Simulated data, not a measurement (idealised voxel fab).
The following process module bears the name voxel plated lines.
This is section cut - it's 260 nm across, gridded in 5 nm square cells.
When this document writes out a cross-section, it uses a grid of square cells and lists it as bands, beginning at the top and moving down, with a band standing for one or more rows of cells.
Quick guide to a band line: top height, bottom height (nm) up front; then every material left to right with its width in nm. Only one material and it's marked "everywhere"? Then it fills the band edge to edge. And "empty" just means empty space.
Below 0: as-received wafer, all one material; heights counted from there. Lowest band: no bottom, goes on down, written "0 nm and below".
Width: "30->40" (first number = top row, second number = bottom row, same change from row to row of cells).
When a step is marked "nothing was modified", none of the cells in the cross-section changed during that step.
Closed-off voids of 8+ cells (no open route to the top) go in "Sealed void listing", written width x height at distance from the left edge, in nm.
If you see something after the settings on a step's line, that's the simulator's own remark about that step.
The line of a step may include "overlay nm". On a step with a mask, this value is how far to the right of its planned place the mask lay. A negative value means the mask lay to the left.
Process steps foreseen in the plan:
1) RECEIVE (material Si)
2) CONFORMAL_DEP (material SiO2; thk nm 5)
3) DIRECTIONAL_DEP (material TiN; thk nm 5)
4) PATTERN (tone open; mask id LINES; material resist; width nm 30; pitch nm 50; thk nm 35; overlay nm 0)
5) EPI (material Ru; thk nm 5)
6) EPI (material Ru; thk nm 10)
7) EPI (material Ru; thk nm 5)
8) STRIP (etch materials resist)
9) DIRECTIONAL_ETCH (etch materials TiN; depth nm 5)
10) CONFORMAL_DEP (material SiO2; thk nm 10)
Below: the first of two wafers, run as planned:
Cross-section: wafer on arrival = after step 1:
  0 nm and below = Si everywhere
  Sealed void listing: none
Upon completion of step 2, the wafer appears in cross-section as shown:
  5 nm to 0 nm = SiO2 everywhere
  Anything lower than 0 is untouched.
Upon completion of step 3, the wafer appears in cross-section as shown:
  10 nm to 5 nm = TiN everywhere
  Anything lower than 5 is untouched.
Upon completion of step 4, the wafer appears in cross-section as shown:
  45 nm to 10 nm = 40 of resist; 30 of empty; 20 of resist; 30 of empty; 20 of resist; 30 of empty; 20 of resist; 30 of empty; 40 of resist
  Anything lower than 10 is untouched.
Upon completion of step 5, the wafer appears in cross-section as shown:
  45 nm to 15 nm = 40 of resist; 30 of empty; 20 of resist; 30 of empty; 20 of resist; 30 of empty; 20 of resist; 30 of empty; 40 of resist
  15 nm to 10 nm = 40 of resist; 30 of Ru; 20 of resist; 30 of Ru; 20 of resist; 30 of Ru; 20 of resist; 30 of Ru; 40 of resist
  Anything lower than 10 is untouched.
Upon completion of step 6, the wafer appears in cross-section as shown:
  45 nm to 25 nm = 40 of resist; 30 of empty; 20 of resist; 30 of empty; 20 of resist; 30 of empty; 20 of resist; 30 of empty; 40 of resist
  25 nm to 10 nm = 40 of resist; 30 of Ru; 20 of resist; 30 of Ru; 20 of resist; 30 of Ru; 20 of resist; 30 of Ru; 40 of resist
  Anything lower than 10 is untouched.
Upon completion of step 7, the wafer appears in cross-section as shown:
  45 nm to 30 nm = 40 of resist; 30 of empty; 20 of resist; 30 of empty; 20 of resist; 30 of empty; 20 of resist; 30 of empty; 40 of resist
  30 nm to 10 nm = 40 of resist; 30 of Ru; 20 of resist; 30 of Ru; 20 of resist; 30 of Ru; 20 of resist; 30 of Ru; 40 of resist
  Anything lower than 10 is untouched.
Upon completion of step 8, the wafer appears in cross-section as shown:
  30 nm to 10 nm = 40 of empty; 30 of Ru; 20 of empty; 30 of Ru; 20 of empty; 30 of Ru; 20 of empty; 30 of Ru; 40 of empty
  Anything lower than 10 is untouched.
Upon completion of step 9, the wafer appears in cross-section as shown:
  30 nm to 10 nm = 40 of empty; 30 of Ru; 20 of empty; 30 of Ru; 20 of empty; 30 of Ru; 20 of empty; 30 of Ru; 40 of empty
  10 nm to 5 nm = 40 of empty; 30 of TiN; 20 of empty; 30 of TiN; 20 of empty; 30 of TiN; 20 of empty; 30 of TiN; 40 of empty
  Anything lower than 5 is untouched.
Upon completion of step 10, the wafer appears in cross-section as shown:
  40 nm to 30 nm = 30 of empty; 200 of SiO2; 30 of empty
  30 nm to 15 nm = 30 of empty; 10 of SiO2; 30 of Ru; 20 of SiO2; 30 of Ru; 20 of SiO2; 30 of Ru; 20 of SiO2; 30 of Ru; 10 of SiO2; 30 of empty
  15 nm to 10 nm = 40 of SiO2; 30 of Ru; 20 of SiO2; 30 of Ru; 20 of SiO2; 30 of Ru; 20 of SiO2; 30 of Ru; 40 of SiO2
  10 nm to 5 nm = 40 of SiO2; 30 of TiN; 20 of SiO2; 30 of TiN; 20 of SiO2; 30 of TiN; 20 of SiO2; 30 of TiN; 40 of SiO2
  Anything lower than 5 is untouched.
Here the second wafer is described. Its start and its plan were those of the first wafer. Its run contained one mistake. Up to and including step 9, it did exactly what the first wafer did:
Cross-section of the second wafer at the time step 10 of the plan should have ended: nothing was modified
Misprocessing identified: execution of step 10 of the plan did not take place, the step having been omitted
Count the cells at the end and the second wafer has more or fewer of some materials than the first: SiO2 -184
